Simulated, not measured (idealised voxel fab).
process module | voxel capacitor over wiring
cross-section cut | 230 nm wide | cells 5 nm
A cross-section is a grid of square cells, given in bands from the top down. A band is one or more rows of cells.
Each band's line starts with the height of the band's top and of its bottom, in nm. Then come its materials from left to right, each with its width in nm. One material with "throughout" fills the band from edge to edge. "air" is empty space.
Height 0 is the level under which the wafer as received is all one material. The lowest band goes on downwards, as in "0 down".
A width such as "30 to 40" changes by the same amount from each row of cells to the next, from the band's top row to its bottom row.
"no change" after a step means that no cell of the cross-section changed.
closed voids: empty space of 8 cells or more with no open way to the top, each as width x height at its distance from the left edge, in nm
after a step's settings: what the simulator itself notes on the step
overlay nm, on a step with a mask: how far to the right of its planned place the mask lay; to the left if negative
plan
1 op RECEIVE | material Si
2 op CONFORMAL_DEP | material SiO2 | thk nm 10
3 op CONFORMAL_DEP | material SiCN | thk nm 5
4 op DIRECTIONAL_DEP | material SiO2 | thk nm 20
5 op DIRECTIONAL_DEP | material aC | thk nm 15
6 op PATTERN | tone open | mask id METAL_1 | material resist | width nm 30 | pitch nm 95 | thk nm 35 | overlay nm 0
7 op DIRECTIONAL_ETCH | etch materials aC | depth nm 15
8 op STRIP | etch materials resist
9 op DIRECTIONAL_ETCH | etch materials SiO2 | depth nm 20
10 op DIRECTIONAL_ETCH | etch materials SiCN | depth nm 5
11 op STRIP | etch materials aC
12 op CONFORMAL_DEP | material TiN | thk nm 5
13 op FILL_DEP | material Ru | thk nm 5
14 op CMP | height nm 35
15 op CONFORMAL_DEP | material SiCN | thk nm 5
16 op DIRECTIONAL_DEP | material lowk | thk nm 15
17 op DIRECTIONAL_DEP | material aC | thk nm 10
18 op PATTERN | tone open | mask id PLUG_1 | material resist | width nm 15 | thk nm 30 | overlay nm 0
19 op DIRECTIONAL_ETCH | etch materials aC | depth nm 10
20 op STRIP | etch materials resist
21 op DIRECTIONAL_ETCH | etch materials lowk | depth nm 15
22 op DIRECTIONAL_ETCH | etch materials SiCN | depth nm 5
23 op STRIP | etch materials aC
24 op EPI | material Ru | thk nm 10
25 op EPI | material Ru | thk nm 10
26 op DIRECTIONAL_DEP | material TiN | thk nm 10
27 op DIRECTIONAL_DEP | material SiN | thk nm 5
28 op DIRECTIONAL_DEP | material TiN | thk nm 10
29 op MASKED_ETCH | tone cover | mask id UPPER_PLATE | width nm 70 | etch materials TiN | depth nm 10 | overlay nm 0
30 op MASKED_ETCH | tone cover | mask id UPPER_PLATE | width nm 70 | etch materials SiN | depth nm 5 | overlay nm 0
31 op DIRECTIONAL_DEP | material aC | thk nm 10
32 op PATTERN | tone cover | mask id LOWER_PLATE | material resist | width nm 80 | thk nm 25 | overlay nm 0
33 op DIRECTIONAL_ETCH | etch materials aC | depth nm 10
34 op STRIP | etch materials resist
35 op DIRECTIONAL_ETCH | etch materials TiN | depth nm 10
36 op STRIP | etch materials aC
37 op FILL_DEP | material SiO2 | thk nm 15
38 op CMP | height nm 90
39 op DIRECTIONAL_DEP | material aC | thk nm 15
40 op PATTERN | tone open | mask id PLUG_2 | material resist | width nm 15 | thk nm 35 | overlay nm 0
41 op DIRECTIONAL_ETCH | etch materials aC | depth nm 15
42 op STRIP | etch materials resist
43 op DIRECTIONAL_ETCH | etch materials SiO2 | depth nm 10
44 op STRIP | etch materials aC
45 op CONFORMAL_DEP | material TiN | thk nm 5
46 op FILL_DEP | material W | thk nm 5
47 op CMP | height nm 90
48 op CONFORMAL_DEP | material SiN | thk nm 5
as received, after step 1
  0 down: Si throughout
  closed voids: none
first wafer at the end, as planned
  95 to 90: SiN throughout
  90 to 85: SiO2 75 | TiN 5 | W 5 | TiN 5 | SiO2 140
  85 to 80: SiO2 75 | TiN 15 | SiO2 140
  80 to 70: SiO2 65 | TiN 70 | SiO2 95
  70 to 65: SiO2 65 | SiN 70 | SiO2 95
  65 to 55: SiO2 60 | TiN 80 | SiO2 90
  55 to 40: lowk 65 | Ru 15 | lowk 150
  40 to 35: SiCN 65 | Ru 15 | SiCN 150
  35 to 15: SiO2 50 | TiN 5 | Ru 20 | TiN 5 | SiO2 65 | TiN 5 | Ru 20 | TiN 5 | SiO2 55
  15 to 10: SiCN 50 | TiN 30 | SiCN 65 | TiN 30 | SiCN 55
  10 to 0: SiO2 throughout
  0 down: Si throughout
  closed voids: none
second wafer at the end: like start, like plan, one mistake
  95 to 90: SiN throughout
  90 to 85: SiO2 75 | TiN 5 | W 5 | TiN 5 | SiO2 140
  85 to 80: SiO2 75 | TiN 15 | SiO2 140
  80 to 75: SiO2 throughout
  75 to 70: SiO2 65 | TiN 70 | SiO2 95
  70 to 65: SiO2 65 | SiN 70 | SiO2 95
  65 to 55: SiO2 60 | TiN 80 | SiO2 90
  55 to 40: lowk 65 | Ru 15 | lowk 150
  40 to 35: SiCN 65 | Ru 15 | SiCN 150
  35 to 15: SiO2 50 | TiN 5 | Ru 20 | TiN 5 | SiO2 65 | TiN 5 | Ru 20 | TiN 5 | SiO2 55
  15 to 10: SiCN 50 | TiN 30 | SiCN 65 | TiN 30 | SiCN 55
  10 to 0: SiO2 throughout
  0 down: Si throughout
  closed voids: none
what went wrong: step 28 ran as: op DIRECTIONAL_DEP | material TiN | thk nm 5
at the end the second wafer has, in cells: 14 more of SiO2 | 14 fewer of TiN
